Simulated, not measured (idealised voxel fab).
The process module presented herein is designated voxel transistor to metal.
Square cells of 5 nm make up the cross-section cut, whose width is 155 nm.
Cross-section, as written here: a square-cell grid given band by band from the top down, where a band holds one or more rows of cells. Band: top height; bottom height; in nm. Then, left to right: material with width in nm, for each material. "all across": a single material spanning edge to edge. "air": empty space. It should be noted that heights are counted from 0, beneath which the wafer as supplied is of one material throughout, and that the lowest band possesses no lower boundary but continues downward, as written in "0 -> down". Read "30 to 40" as a graded width: first number on top, second number at the bottom, same change between each pair of neighbouring rows. Basically "no change occurred" means that step didn't change any cell in the cross-section. Voids not open to the top, 8 cells minimum: see "Completely sealed voids". Written width x height at distance; distance is from the left edge; nm. Anything after a step's settings on that line? It's the simulator's own note about the step. overlay nm: how far to the right of its planned place the mask lay on this masked step (negative: to the left). Before/after cross-section pairs, one process step each; after shown to lowest changed band; step and settings beneath. Pairs may be from different runs of this module on the same starting wafer; a pair continues from the one above only where its "Pre-step cross-section" entry says so.
-- Pre-step cross-section
> 0 -> down  Si all across
> Completely sealed voids: none
-- Post-Step Section View
> 0 -> -5  SiO2 all across
> Rest of section, below -5: as before.
> Completely sealed voids: none
Step taken after the before cross-section and before the after cross-section above: OXIDIZE | depth nm 5
Pre-step cross-section: see the after view in the pair directly above.
-- Post-Step Section View
> 15 -> 0  SiN all across
> Rest of section, below 0: as before.
> Completely sealed voids: none
Step taken after the before cross-section and before the after cross-section above: CONFORMAL_DEP | material SiN | thk nm 15
Pre-step cross-section: see the after view in the pair directly above.
-- Post-Step Section View
> 25 -> 15  aC all across
> Rest of section, below 15: as before.
> Completely sealed voids: none
Step taken after the before cross-section and before the after cross-section above: DIRECTIONAL_DEP | material aC | thk nm 10
Pre-step cross-section: see the after view in the pair directly above.
-- Post-Step Section View
> 50 -> 25  air 25  resist 105  air 25
> Rest of section, below 25: as before.
> Completely sealed voids: none
Step taken after the before cross-section and before the after cross-section above: PATTERN | tone cover | mask id ACTIVE | material resist | width nm 105 | thk nm 25 | overlay nm 0
Pre-step cross-section: see the after view in the pair directly above.
-- Post-Step Section View
> 40 -> 25  air 25  resist 105  air 25
> 25 -> 15  air 25  aC 105  air 25
> Rest of section, below 15: as before.
> Completely sealed voids: none
Step taken after the before cross-section and before the after cross-section above: DIRECTIONAL_ETCH | etch materials aC | depth nm 10
Pre-step cross-section: see the after view in the pair directly above.
-- Post-Step Section View
> 25 -> 15  air 25  aC 105  air 25
> Rest of section, below 15: as before.
> Completely sealed voids: none
Step taken after the before cross-section and before the after cross-section above: STRIP | etch materials resist
Pre-step cross-section: see the after view in the pair directly above.
-- Post-Step Section View
> 25 -> 15  air 25  aC 105  air 25
> 15 -> 0  air 25  SiN 105  air 25
> Rest of section, below 0: as before.
> Completely sealed voids: none
Step taken after the before cross-section and before the after cross-section above: DIRECTIONAL_ETCH | etch materials SiN | depth nm 15
Pre-step cross-section: see the after view in the pair directly above.
-- Post-Step Section View
> 25 -> 15  air 25  aC 105  air 25
> 15 -> 0  air 25  SiN 105  air 25
> 0 -> -5  air 25  SiO2 105  air 25
> Rest of section, below -5: as before.
> Completely sealed voids: none
Step taken after the before cross-section and before the after cross-section above: DIRECTIONAL_ETCH | etch materials SiO2 | depth nm 5
Pre-step cross-section: see the after view in the pair directly above.
-- Post-Step Section View
> 25 -> 15  air 25  aC 105  air 25
> 15 -> 0  air 25  SiN 105  air 25
> 0 -> -5  air 25  SiO2 105  air 25
> -5 -> -35  air 25  Si 105  air 25
> Rest of section, below -35: as before.
> Completely sealed voids: none
Step taken after the before cross-section and before the after cross-section above: DIRECTIONAL_ETCH | etch materials Si | depth nm 30
Pre-step cross-section: see the after view in the pair directly above.
-- Post-Step Section View
> 15 -> 0  air 25  SiN 105  air 25
> Rest of section, below 0: as before.
> Completely sealed voids: none
Step taken after the before cross-section and before the after cross-section above: STRIP | etch materials aC
Pre-step cross-section: see the after view in the pair directly above.
-- Post-Step Section View
> 15 -> 0  air 25  SiN 105  air 25
> 0 -> -5  air 25  SiO2 105  air 25
> -5 -> -35  air 25  SiO2 5  Si 95  SiO2 5  air 25
> -35 -> -40  SiO2 30  Si 95  SiO2 30
> Rest of section, below -40: as before.
> Completely sealed voids: none
Step taken after the before cross-section and before the after cross-section above: OXIDIZE | depth nm 5
Pre-step cross-section: see the after view in the pair directly above.
-- Post-Step Section View
> 30 -> 15  SiO2 all across
> 15 -> 0  SiO2 25  SiN 105  SiO2 25
> 0 -> -5  SiO2 all across
> -5 -> -40  SiO2 30  Si 95  SiO2 30
> Rest of section, below -40: as before.
> Completely sealed voids: none
Step taken after the before cross-section and before the after cross-section above: FILL_DEP | material SiO2 | thk nm 15
Pre-step cross-section: see the after view in the pair directly above.
-- Post-Step Section View
> 15 -> 0  SiO2 25  SiN 105  SiO2 25
> Rest of section, below 0: as before.
> Completely sealed voids: none
Step taken after the before cross-section and before the after cross-section above: CMP | height nm 15
Pre-step cross-section: see the after view in the pair directly above.
-- Post-Step Section View
> 15 -> 0  air 25  SiN 105  air 25
> Rest of section, below 0: as before.
> Completely sealed voids: none
Step taken after the before cross-section and before the after cross-section above: SELECTIVE_ETCH | etch materials SiO2 | depth nm 15
Pre-step cross-section: see the after view in the pair directly above.
-- Post-Step Section View
> 0 -> -5  SiO2 all across
> Rest of section, below -5: as before.
> Completely sealed voids: none
Step taken after the before cross-section and before the after cross-section above: STRIP | etch materials SiN
Pre-step cross-section: see the after view in the pair directly above.
-- Post-Step Section View
> -5 -> -40  SiO2 30  Si 95  SiO2 30
> Rest of section, below -40: as before.
> Completely sealed voids: none
Step taken after the before cross-section and before the after cross-section above: SELECTIVE_ETCH | etch materials SiO2 | depth nm 5
Pre-step cross-section: see the after view in the pair directly above.
-- Post-Step Section View
> -5 -> -10  SiO2 all across
> Rest of section, below -10: as before.
> Completely sealed voids: none
Step taken after the before cross-section and before the after cross-section above: OXIDIZE | depth nm 5
Pre-step cross-section: see the after view in the pair directly above.
-- Post-Step Section View
> 20 -> -5  polySi all across
> Rest of section, below -5: as before.
> Completely sealed voids: none
Step taken after the before cross-section and before the after cross-section above: DIRECTIONAL_DEP | material polySi | thk nm 25
Pre-step cross-section: see the after view in the pair directly above.
-- Post-Step Section View
> 30 -> 20  SiCN all across
> Rest of section, below 20: as before.
> Completely sealed voids: none
Step taken after the before cross-section and before the after cross-section above: DIRECTIONAL_DEP | material SiCN | thk nm 10
Pre-step cross-section: see the after view in the pair directly above.
-- Post-Step Section View
> 45 -> 30  air 70  resist 15  air 70
> Rest of section, below 30: as before.
> Completely sealed voids: none
Step taken after the before cross-section and before the after cross-section above: PATTERN | tone cover | mask id GATE | material resist | width nm 15 | thk nm 15 | overlay nm 0
Pre-step cross-section: see the after view in the pair directly above.
-- Post-Step Section View
> 45 -> 30  air 70  resist 15  air 70
> 30 -> 20  air 70  SiCN 15  air 70
> Rest of section, below 20: as before.
> Completely sealed voids: none
Step taken after the before cross-section and before the after cross-section above: DIRECTIONAL_ETCH | etch materials SiCN | depth nm 20
Pre-step cross-section: see the after view in the pair directly above.
-- Post-Step Section View
> 45 -> 30  air 70  resist 15  air 70
> 30 -> 20  air 70  SiCN 15  air 70
> 20 -> -5  air 70  polySi 15  air 70
> Rest of section, below -5: as before.
> Completely sealed voids: none
Step taken after the before cross-section and before the after cross-section above: DIRECTIONAL_ETCH | etch materials polySi | depth nm 35
Pre-step cross-section: see the after view in the pair directly above.
-- Post-Step Section View
> 30 -> 20  air 70  SiCN 15  air 70
> Rest of section, below 20: as before.
> Completely sealed voids: none
Step taken after the before cross-section and before the after cross-section above: STRIP | etch materials resist
Pre-step cross-section: see the after view in the pair directly above.
-- Post-Step Section View
> 40 -> 30  air 60  SiN 35  air 60
> 30 -> 20  air 60  SiN 10  SiCN 15  SiN 10  air 60
> 20 -> 5  air 60  SiN 10  polySi 15  SiN 10  air 60
> 5 -> -5  SiN 70  polySi 15  SiN 70
> Rest of section, below -5: as before.
> Completely sealed voids: none
Step taken after the before cross-section and before the after cross-section above: CONFORMAL_DEP | material SiN | thk nm 10
Pre-step cross-section: see the after view in the pair directly above.
-- Post-Step Section View
> 30 -> 20  air 60  SiN 10  SiCN 15  SiN 10  air 60
> 20 -> -5  air 60  SiN 10  polySi 15  SiN 10  air 60
> Rest of section, below -5: as before.
> Completely sealed voids: none
Step taken after the before cross-section and before the after cross-section above: DIRECTIONAL_ETCH | etch materials SiN | depth nm 10
Pre-step cross-section: see the after view in the pair directly above.
-- Post-Step Section View
> 30 -> 20  air 60  SiN 10  SiCN 15  SiN 10  air 60
> 20 -> -5  air 60  SiN 10  polySi 15  SiN 10  air 60
> -5 -> -10  air 60  SiO2 35  air 60
> Rest of section, below -10: as before.
> Completely sealed voids: none
Step taken after the before cross-section and before the after cross-section above: DIRECTIONAL_ETCH | etch materials SiO2 | depth nm 5
Pre-step cross-section: see the after view in the pair directly above.
-- Post-Step Section View
> 30 -> 20  air 60  SiN 10  SiCN 15  SiN 10  air 60
> 20 -> -5  air 60  SiN 10  polySi 15  SiN 10  air 60
> -5 -> -10  air 25  nSi 35  SiO2 35  nSi 35  air 25
> Rest of section, below -10: as before.
> Completely sealed voids: none
Step taken after the before cross-section and before the after cross-section above: EPI | material nSi | thk nm 5
Pre-step cross-section: see the after view in the pair directly above.
-- Post-Step Section View
> 40 -> 30  SiO2 all across
> 30 -> 20  SiO2 60  SiN 10  SiCN 15  SiN 10  SiO2 60
> 20 -> -5  SiO2 60  SiN 10  polySi 15  SiN 10  SiO2 60
> -5 -> -10  SiO2 25  nSi 35  SiO2 35  nSi 35  SiO2 25
> Rest of section, below -10: as before.
> Completely sealed voids: none
Step taken after the before cross-section and before the after cross-section above: FILL_DEP | material SiO2 | thk nm 10
Pre-step cross-section: see the after view in the pair directly above.
-- Post-Step Section View
> 30 -> 20  SiO2 60  SiN 10  SiCN 15  SiN 10  SiO2 60
> Rest of section, below 20: as before.
> Completely sealed voids: none
Step taken after the before cross-section and before the after cross-section above: CMP | height nm 30
Pre-step cross-section: see the after view in the pair directly above.
-- Post-Step Section View
> 40 -> 30  SiO2 all across
> Rest of section, below 30: as before.
> Completely sealed voids: none
Step taken after the before cross-section and before the after cross-section above: DIRECTIONAL_DEP | material SiO2 | thk nm 10
Pre-step cross-section: see the after view in the pair directly above.
-- Post-Step Section View
> 60 -> 40  resist 35  air 30  resist 25  air 30  resist 35
> Rest of section, below 40: as before.
> Completely sealed voids: none
Step taken after the before cross-section and before the after cross-section above: PATTERN | tone open | mask id CONTACT | material resist | width nm 30 | pitch nm 55 | thk nm 20 | overlay nm 0
Pre-step cross-section: see the after view in the pair directly above.
-- Post-Step Section View
> 60 -> 40  resist 35  air 30  resist 25  air 30  resist 35
> 40 -> 30  SiO2 35  air 30  SiO2 25  air 30  SiO2 35
> 30 -> 20  SiO2 35  air 25  SiN 10  SiCN 15  SiN 10  air 25  SiO2 35
> 20 -> -5  SiO2 35  air 25  SiN 10  polySi 15  SiN 10  air 25  SiO2 35
> Rest of section, below -5: as before.
> Completely sealed voids: none
Step taken after the before cross-section and before the after cross-section above: DIRECTIONAL_ETCH | etch materials SiO2 | depth nm 45
Pre-step cross-section: see the after view in the pair directly above.
-- Post-Step Section View
> 40 -> 30  SiO2 35  air 30  SiO2 25  air 30  SiO2 35
> Rest of section, below 30: as before.
> Completely sealed voids: none
Step taken after the before cross-section and before the after cross-section above: STRIP | etch materials resist
Pre-step cross-section: see the after view in the pair directly above.
-- Post-Step Section View
> 45 -> 40  TiN 40  air 20  TiN 35  air 20  TiN 40
> 40 -> 30  SiO2 35  TiN 5  air 20 to 15  TiN 5 to 10  SiO2 25  TiN 5 to 10  air 20 to 15  TiN 5  SiO2 35
> 30 -> 20  SiO2 35  TiN 5  air 15  TiN 5  SiN 10  SiCN 15  SiN 10  TiN 5  air 15  TiN 5  SiO2 35
> 20 -> 0  SiO2 35  TiN 5  air 15  TiN 5  SiN 10  polySi 15  SiN 10  TiN 5  air 15  TiN 5  SiO2 35
> 0 -> -5  SiO2 35  TiN 25  SiN 10  polySi 15  SiN 10  TiN 25  SiO2 35
> Rest of section, below -5: as before.
> Completely sealed voids: none
Step taken after the before cross-section and before the after cross-section above: CONFORMAL_DEP | material TiN | thk nm 5
Pre-step cross-section: see the after view in the pair directly above.
-- Post-Step Section View
> 50 -> 45  Ru all across
> 45 -> 40  TiN 40  Ru 20  TiN 35  Ru 20  TiN 40
> 40 -> 30  SiO2 35  TiN 5  Ru 20 to 15  TiN 5 to 10  SiO2 25  TiN 5 to 10  Ru 20 to 15  TiN 5  SiO2 35
> 30 -> 20  SiO2 35  TiN 5  Ru 15  TiN 5  SiN 10  SiCN 15  SiN 10  TiN 5  Ru 15  TiN 5  SiO2 35
> 20 -> 0  SiO2 35  TiN 5  Ru 15  TiN 5  SiN 10  polySi 15  SiN 10  TiN 5  Ru 15  TiN 5  SiO2 35
> Rest of section, below 0: as before.
> Completely sealed voids: none
Step taken after the before cross-section and before the after cross-section above: FILL_DEP | material Ru | thk nm 5
Pre-step cross-section: see the after view in the pair directly above.
-- Post-Step Section View
> 40 -> 30  SiO2 35  TiN 5  Ru 20 to 15  TiN 5 to 10  SiO2 25  TiN 5 to 10  Ru 20 to 15  TiN 5  SiO2 35
> Rest of section, below 30: as before.
> Completely sealed voids: none
Step taken after the before cross-section and before the after cross-section above: CMP | height nm 40
Pre-step cross-section: see the after view in the pair directly above.
-- Post-Step Section View
> 45 -> 40  TiN all across
> Rest of section, below 40: as before.
> Completely sealed voids: none
Step taken after the before cross-section and before the after cross-section above: DIRECTIONAL_DEP | material TiN | thk nm 5
Pre-step cross-section: see the after view in the pair directly above.
-- Post-Step Section View
> 60 -> 45  Ru all across
> Rest of section, below 45: as before.
> Completely sealed voids: none
Step taken after the before cross-section and before the after cross-section above: DIRECTIONAL_DEP | material Ru | thk nm 15
Pre-step cross-section: see the after view in the pair directly above.
-- Post-Step Section View
> 75 -> 60  air 35  resist 20  air 45  resist 20  air 35
> Rest of section, below 60: as before.
> Completely sealed voids: none
Step taken after the before cross-section and before the after cross-section above: PATTERN | tone cover | mask id METAL_1 | material resist | width nm 20 | pitch nm 65 | thk nm 15 | overlay nm 0
Pre-step cross-section: see the after view in the pair directly above.
-- Post-Step Section View
> 75 -> 60  air 35  resist 20  air 45  resist 20  air 35
> 60 -> 45  air 35  Ru 20  air 45  Ru 20  air 35
> Rest of section, below 45: as before.
> Completely sealed voids: none
Step taken after the before cross-section and before the after cross-section above: DIRECTIONAL_ETCH | etch materials Ru | depth nm 15
Pre-step cross-section: see the after view in the pair directly above.
-- Post-Step Section View
> 75 -> 60  air 35  resist 20  air 45  resist 20  air 35
> 60 -> 45  air 35  Ru 20  air 45  Ru 20  air 35
> 45 -> 40  air 35  TiN 20  air 45  TiN 20  air 35
> Rest of section, below 40: as before.
> Completely sealed voids: none
Step taken after the before cross-section and before the after cross-section above: DIRECTIONAL_ETCH | etch materials TiN | depth nm 5
Pre-step cross-section: see the after view in the pair directly above.
-- Post-Step Section View
> 60 -> 45  air 35  Ru 20  air 45  Ru 20  air 35
> Rest of section, below 45: as before.
> Completely sealed voids: none
Step taken after the before cross-section and before the after cross-section above: STRIP | etch materials resist
Pre-step cross-section: see the after view in the pair directly above.
-- Post-Step Section View
> 65 -> 60  air 30  SiN 30  air 35  SiN 30  air 30
> 60 -> 45  air 30  SiN 5  Ru 20  SiN 5  air 35  SiN 5  Ru 20  SiN 5  air 30
> 45 -> 40  SiN 35  TiN 20  SiN 45  TiN 20  SiN 35
> Rest of section, below 40: as before.
> Completely sealed voids: none
Step taken after the before cross-section and before the after cross-section above: CONFORMAL_DEP | material SiN | thk nm 5
Pre-step cross-section: see the after view in the pair directly above.
-- Post-Step Section View
> 70 -> 65  SiO2 all across
> 65 -> 60  SiO2 30  SiN 30  SiO2 35  SiN 30  SiO2 30
> 60 -> 45  SiO2 30  SiN 5  Ru 20  SiN 5  SiO2 35  SiN 5  Ru 20  SiN 5  SiO2 30
> Rest of section, below 45: as before.
> Completely sealed voids: none
Step taken after the before cross-section and before the after cross-section above: FILL_DEP | material SiO2 | thk nm 5
Pre-step cross-section: see the after view in the pair directly above.
-- Post-Step Section View
> 60 -> 45  SiO2 30  SiN 5  Ru 20  SiN 5  SiO2 35  SiN 5  Ru 20  SiN 5  SiO2 30
> Rest of section, below 45: as before.
> Completely sealed voids: none
Step taken after the before cross-section and before the after cross-section above: CMP | height nm 60
Pre-step cross-section: see the after view in the pair directly above.
-- Post-Step Section View
> 65 -> 60  SiCN all across
> Rest of section, below 60: as before.
> Completely sealed voids: none
Step taken after the before cross-section and before the after cross-section above: CONFORMAL_DEP | material SiCN | thk nm 5
Pre-step cross-section: see the after view in the pair directly above.
-- Post-Step Section View
> 100 -> 65  SiO2 all across
> Rest of section, below 65: as before.
> Completely sealed voids: none
Step taken after the before cross-section and before the after cross-section above: DIRECTIONAL_DEP | material SiO2 | thk nm 35
Pre-step cross-section: see the after view in the pair directly above.
-- Post-Step Section View
> 110 -> 100  aC all across
> Rest of section, below 100: as before.
> Completely sealed voids: none
Step taken after the before cross-section and before the after cross-section above: DIRECTIONAL_DEP | material aC | thk nm 10
Pre-step cross-section: see the after view in the pair directly above.
-- Post-Step Section View
> 140 -> 110  resist 35  air 15  resist 50  air 15  resist 40
> Rest of section, below 110: as before.
> Completely sealed voids: none
Step taken after the before cross-section and before the after cross-section above: PATTERN | tone open | mask id METAL_2_HOLES | material resist | width nm 15 | pitch nm 65 | thk nm 30 | overlay nm 0
Pre-step cross-section: see the after view in the pair directly above.
-- Post-Step Section View
> 130 -> 110  resist 35  air 15  resist 50  air 15  resist 40
> 110 -> 100  aC 35  air 15  aC 50  air 15  aC 40
> Rest of section, below 100: as before.
> Completely sealed voids: none
Step taken after the before cross-section and before the after cross-section above: DIRECTIONAL_ETCH | etch materials aC | depth nm 10
Pre-step cross-section: see the after view in the pair directly above.
-- Post-Step Section View
> 110 -> 100  aC 35  air 15  aC 50  air 15  aC 40
> Rest of section, below 100: as before.
> Completely sealed voids: none
Step taken after the before cross-section and before the after cross-section above: STRIP | etch materials resist
Pre-step cross-section: see the after view in the pair directly above.
-- Post-Step Section View
> 110 -> 100  aC 35  air 15  aC 50  air 15  aC 40
> 100 -> 65  SiO2 35  air 15  SiO2 50  air 15  SiO2 40
> Rest of section, below 65: as before.
> Completely sealed voids: none
Step taken after the before cross-section and before the after cross-section above: DIRECTIONAL_ETCH | etch materials SiO2 | depth nm 35
Pre-step cross-section: see the after view in the pair directly above.
-- Post-Step Section View
> 100 -> 65  SiO2 35  air 15  SiO2 50  air 15  SiO2 40
> Rest of section, below 65: as before.
> Completely sealed voids: none
Step taken after the before cross-section and before the after cross-section above: STRIP | etch materials aC
Pre-step cross-section: see the after view in the pair directly above.
-- Post-Step Section View
> 115 -> 100  aC 35  air 15  aC 50  air 15  aC 40
> 100 -> 80  SiO2 35  air 15  SiO2 50  air 15  SiO2 40
> 80 -> 65  SiO2 35  aC 15  SiO2 50  aC 15  SiO2 40
> Rest of section, below 65: as before.
> Completely sealed voids: none
Step taken after the before cross-section and before the after cross-section above: DIRECTIONAL_DEP | material aC | thk nm 15
Pre-step cross-section: see the after view in the pair directly above.
-- Post-Step Section View
> 150 -> 115  resist 35  air 20  resist 45  air 20  resist 35
> Rest of section, below 115: as before.
> Completely sealed voids: none
Step taken after the before cross-section and before the after cross-section above: PATTERN | tone open | mask id METAL_2 | material resist | width nm 20 | pitch nm 65 | thk nm 35 | overlay nm 0
Pre-step cross-section: see the after view in the pair directly above.
-- Post-Step Section View
> 135 -> 115  resist 35  air 20  resist 45  air 20  resist 35
> 115 -> 100  aC 35  air 20  aC 45  air 20  aC 35
> 100 -> 65  SiO2 35  air 15  SiO2 50  air 15  SiO2 40
> Rest of section, below 65: as before.
> Completely sealed voids: none
Step taken after the before cross-section and before the after cross-section above: DIRECTIONAL_ETCH | etch materials aC | depth nm 15
Pre-step cross-section: see the after view in the pair directly above.
-- Post-Step Section View
> 115 -> 100  aC 35  air 20  aC 45  air 20  aC 35
> Rest of section, below 100: as before.
> Completely sealed voids: none
Step taken after the before cross-section and before the after cross-section above: STRIP | etch materials resist
Pre-step cross-section: see the after view in the pair directly above.
-- Post-Step Section View
> 115 -> 100  aC 35  air 20  aC 45  air 20  aC 35
> 100 -> 80  SiO2 35  air 20  SiO2 45  air 20  SiO2 35
> Rest of section, below 80: as before.
> Completely sealed voids: none
Step taken after the before cross-section and before the after cross-section above: DIRECTIONAL_ETCH | etch materials SiO2 | depth nm 20
Pre-step cross-section: see the after view in the pair directly above.
-- Post-Step Section View
> 115 -> 100  aC 35  air 20  aC 45  air 20  aC 35
> 100 -> 80  SiO2 35  air 20  SiO2 45  air 20  SiO2 35
> 80 -> 65  SiO2 35  air 15  SiO2 50  air 15  SiO2 40
> 65 -> 60  SiCN 35  air 15  SiCN 50  air 15  SiCN 40
> Rest of section, below 60: as before.
> Completely sealed voids: none
Step taken after the before cross-section and before the after cross-section above: DIRECTIONAL_ETCH | etch materials SiCN | depth nm 5
Pre-step cross-section: see the after view in the pair directly above.
-- Post-Step Section View
> 100 -> 80  SiO2 35  air 20  SiO2 45  air 20  SiO2 35
> Rest of section, below 80: as before.
> Completely sealed voids: none
Step taken after the before cross-section and before the after cross-section above: STRIP | etch materials aC
Pre-step cross-section: see the after view in the pair directly above.
-- Post-Step Section View
> 105 -> 100  TiN 40  air 10  TiN 55  air 10  TiN 40
> 100 -> 85  SiO2 35  TiN 5  air 10  TiN 5  SiO2 45  TiN 5  air 10  TiN 5  SiO2 35
> 85 -> 80  SiO2 35  TiN 5  air 5  TiN 10  SiO2 45  TiN 5  air 5  TiN 10  SiO2 35
> 80 -> 65  SiO2 35  TiN 5  air 5  TiN 5  SiO2 50  TiN 5  air 5  TiN 5  SiO2 40
> 65 -> 60  SiCN 35  TiN 15  SiCN 50  TiN 15  SiCN 40
> Rest of section, below 60: as before.
> Completely sealed voids: none
Step taken after the before cross-section and before the after cross-section above: CONFORMAL_DEP | material TiN | thk nm 5
Pre-step cross-section: see the after view in the pair directly above.
-- Post-Step Section View
> 110 -> 105  Ru all across
> 105 -> 100  TiN 40  Ru 10  TiN 55  Ru 10  TiN 40
> 100 -> 85  SiO2 35  TiN 5  Ru 10  TiN 5  SiO2 45  TiN 5  Ru 10  TiN 5  SiO2 35
> 85 -> 80  SiO2 35  TiN 5  Ru 5  TiN 10  SiO2 45  TiN 5  Ru 5  TiN 10  SiO2 35
> 80 -> 65  SiO2 35  TiN 5  Ru 5  TiN 5  SiO2 50  TiN 5  Ru 5  TiN 5  SiO2 40
> Rest of section, below 65: as before.
> Completely sealed voids: none
Step taken after the before cross-section and before the after cross-section above: FILL_DEP | material Ru | thk nm 5
Pre-step cross-section: see the after view in the pair directly above.
-- Post-Step Section View
> 100 -> 85  SiO2 35  TiN 5  Ru 10  TiN 5  SiO2 45  TiN 5  Ru 10  TiN 5  SiO2 35
> Rest of section, below 85: as before.
> Completely sealed voids: none
Step taken after the before cross-section and before the after cross-section above: CMP | height nm 100
Pre-step cross-section: see the after view in the pair directly above.
-- Post-Step Section View
> 105 -> 100  SiN all across
> Rest of section, below 100: as before.
> Completely sealed voids: none
Step taken after the before cross-section and before the after cross-section above: CONFORMAL_DEP | material SiN | thk nm 5
-- Pre-step cross-section
> 115 -> 100  aC 35  air 20  aC 45  air 20  aC 35
> 100 -> 80  SiO2 35  air 20  SiO2 45  air 20  SiO2 35
> 80 -> 65  SiO2 35  air 15  SiO2 50  air 15  SiO2 40
> 65 -> 60  SiCN 35  air 15  SiCN 50  air 15  SiCN 40
> 60 -> 45  SiO2 30  SiN 5  Ru 20  SiN 5  SiO2 35  SiN 5  Ru 20  SiN 5  SiO2 30
> 45 -> 40  SiN 35  TiN 20  SiN 45  TiN 20  SiN 35
> 40 -> 30  SiO2 35  TiN 5  Ru 20 to 15  TiN 5 to 10  SiO2 25  TiN 5 to 10  Ru 20 to 15  TiN 5  SiO2 35
> 30 -> 20  SiO2 35  TiN 5  Ru 15  TiN 5  SiN 10  SiCN 15  SiN 10  TiN 5  Ru 15  TiN 5  SiO2 35
> 20 -> 0  SiO2 35  TiN 5  Ru 15  TiN 5  SiN 10  polySi 15  SiN 10  TiN 5  Ru 15  TiN 5  SiO2 35
> 0 -> -5  SiO2 35  TiN 25  SiN 10  polySi 15  SiN 10  TiN 25  SiO2 35
> -5 -> -10  SiO2 25  nSi 35  SiO2 35  nSi 35  SiO2 25
> -10 -> -40  SiO2 30  Si 95  SiO2 30
> -40 -> down  Si all across
> Completely sealed voids: none
-- Post-Step Section View
> 120 -> 115  TiN 40  air 10  TiN 55  air 10  TiN 40
> 115 -> 100  aC 35  TiN 5  air 10  TiN 5  aC 45  TiN 5  air 10  TiN 5  aC 35
> 100 -> 85  SiO2 35  TiN 5  air 10  TiN 5  SiO2 45  TiN 5  air 10  TiN 5  SiO2 35
> 85 -> 80  SiO2 35  TiN 5  air 5  TiN 10  SiO2 45  TiN 5  air 5  TiN 10  SiO2 35
> 80 -> 65  SiO2 35  TiN 5  air 5  TiN 5  SiO2 50  TiN 5  air 5  TiN 5  SiO2 40
> 65 -> 60  SiCN 35  TiN 15  SiCN 50  TiN 15  SiCN 40
> Rest of section, below 60: as before.
> Completely sealed voids: none
Step taken after the before cross-section and before the after cross-section above: CONFORMAL_DEP | material TiN | thk nm 5
Pre-step cross-section: see the after view in the pair directly above.
-- Post-Step Section View
> 125 -> 120  Ru all across
> 120 -> 115  TiN 40  Ru 10  TiN 55  Ru 10  TiN 40
> 115 -> 100  aC 35  TiN 5  Ru 10  TiN 5  aC 45  TiN 5  Ru 10  TiN 5  aC 35
> 100 -> 85  SiO2 35  TiN 5  Ru 10  TiN 5  SiO2 45  TiN 5  Ru 10  TiN 5  SiO2 35
> 85 -> 80  SiO2 35  TiN 5  Ru 5  TiN 10  SiO2 45  TiN 5  Ru 5  TiN 10  SiO2 35
> 80 -> 65  SiO2 35  TiN 5  Ru 5  TiN 5  SiO2 50  TiN 5  Ru 5  TiN 5  SiO2 40
> Rest of section, below 65: as before.
> Completely sealed voids: none
Step taken after the before cross-section and before the after cross-section above: FILL_DEP | material Ru | thk nm 5
Pre-step cross-section: see the after view in the pair directly above.
-- Post-Step Section View
> 100 -> 85  SiO2 35  TiN 5  Ru 10  TiN 5  SiO2 45  TiN 5  Ru 10  TiN 5  SiO2 35
> Rest of section, below 85: as before.
> Completely sealed voids: none
Step taken after the before cross-section and before the after cross-section above: CMP | height nm 100
-- Pre-step cross-section
> 100 -> 65  SiO2 all across
> 65 -> 60  SiCN all across
> 60 -> 45  SiO2 30  SiN 5  Ru 20  SiN 5  SiO2 35  SiN 5  Ru 20  SiN 5  SiO2 30
> 45 -> 40  SiN 35  TiN 20  SiN 45  TiN 20  SiN 35
> 40 -> 30  SiO2 35  TiN 5  Ru 20 to 15  TiN 5 to 10  SiO2 25  TiN 5 to 10  Ru 20 to 15  TiN 5  SiO2 35
> 30 -> 20  SiO2 35  TiN 5  Ru 15  TiN 5  SiN 10  SiCN 15  SiN 10  TiN 5  Ru 15  TiN 5  SiO2 35
> 20 -> 0  SiO2 35  TiN 5  Ru 15  TiN 5  SiN 10  polySi 15  SiN 10  TiN 5  Ru 15  TiN 5  SiO2 35
> 0 -> -5  SiO2 35  TiN 25  SiN 10  polySi 15  SiN 10  TiN 25  SiO2 35
> -5 -> -10  SiO2 25  nSi 35  SiO2 35  nSi 35  SiO2 25
> -10 -> -40  SiO2 30  Si 95  SiO2 30
> -40 -> down  Si all across
> Completely sealed voids: none
-- Post-Step Section View
> 135 -> 65  SiO2 all across
> Rest of section, below 65: as before.
> Completely sealed voids: none
Step taken after the before cross-section and before the after cross-section above: DIRECTIONAL_DEP | material SiO2 | thk nm 35
Pre-step cross-section: see the after view in the pair directly above.
-- Post-Step Section View
> 145 -> 135  aC all across
> Rest of section, below 135: as before.
> Completely sealed voids: none
Step taken after the before cross-section and before the after cross-section above: DIRECTIONAL_DEP | material aC | thk nm 10
Pre-step cross-section: see the after view in the pair directly above.
-- Post-Step Section View
> 175 -> 145  resist 35  air 15  resist 50  air 15  resist 40
> Rest of section, below 145: as before.
> Completely sealed voids: none
Step taken after the before cross-section and before the after cross-section above: PATTERN | tone open | mask id METAL_2_HOLES | material resist | width nm 15 | pitch nm 65 | thk nm 30 | overlay nm 0
Pre-step cross-section: see the after view in the pair directly above.
-- Post-Step Section View
> 165 -> 145  resist 35  air 15  resist 50  air 15  resist 40
> 145 -> 135  aC 35  air 15  aC 50  air 15  aC 40
> Rest of section, below 135: as before.
> Completely sealed voids: none
Step taken after the before cross-section and before the after cross-section above: DIRECTIONAL_ETCH | etch materials aC | depth nm 10
Pre-step cross-section: see the after view in the pair directly above.
-- Post-Step Section View
> 145 -> 135  aC 35  air 15  aC 50  air 15  aC 40
> Rest of section, below 135: as before.
> Completely sealed voids: none
Step taken after the before cross-section and before the after cross-section above: STRIP | etch materials resist
Pre-step cross-section: see the after view in the pair directly above.
-- Post-Step Section View
> 145 -> 135  aC 35  air 15  aC 50  air 15  aC 40
> 135 -> 100  SiO2 35  air 15  SiO2 50  air 15  SiO2 40
> Rest of section, below 100: as before.
> Completely sealed voids: none
Step taken after the before cross-section and before the after cross-section above: DIRECTIONAL_ETCH | etch materials SiO2 | depth nm 35
Pre-step cross-section: see the after view in the pair directly above.
-- Post-Step Section View
> 135 -> 100  SiO2 35  air 15  SiO2 50  air 15  SiO2 40
> Rest of section, below 100: as before.
> Completely sealed voids: none
Step taken after the before cross-section and before the after cross-section above: STRIP | etch materials aC
Pre-step cross-section: see the after view in the pair directly above.
-- Post-Step Section View
> 150 -> 135  aC 35  air 15  aC 50  air 15  aC 40
> 135 -> 115  SiO2 35  air 15  SiO2 50  air 15  SiO2 40
> 115 -> 100  SiO2 35  aC 15  SiO2 50  aC 15  SiO2 40
> Rest of section, below 100: as before.
> Completely sealed voids: none
Step taken after the before cross-section and before the after cross-section above: DIRECTIONAL_DEP | material aC | thk nm 15
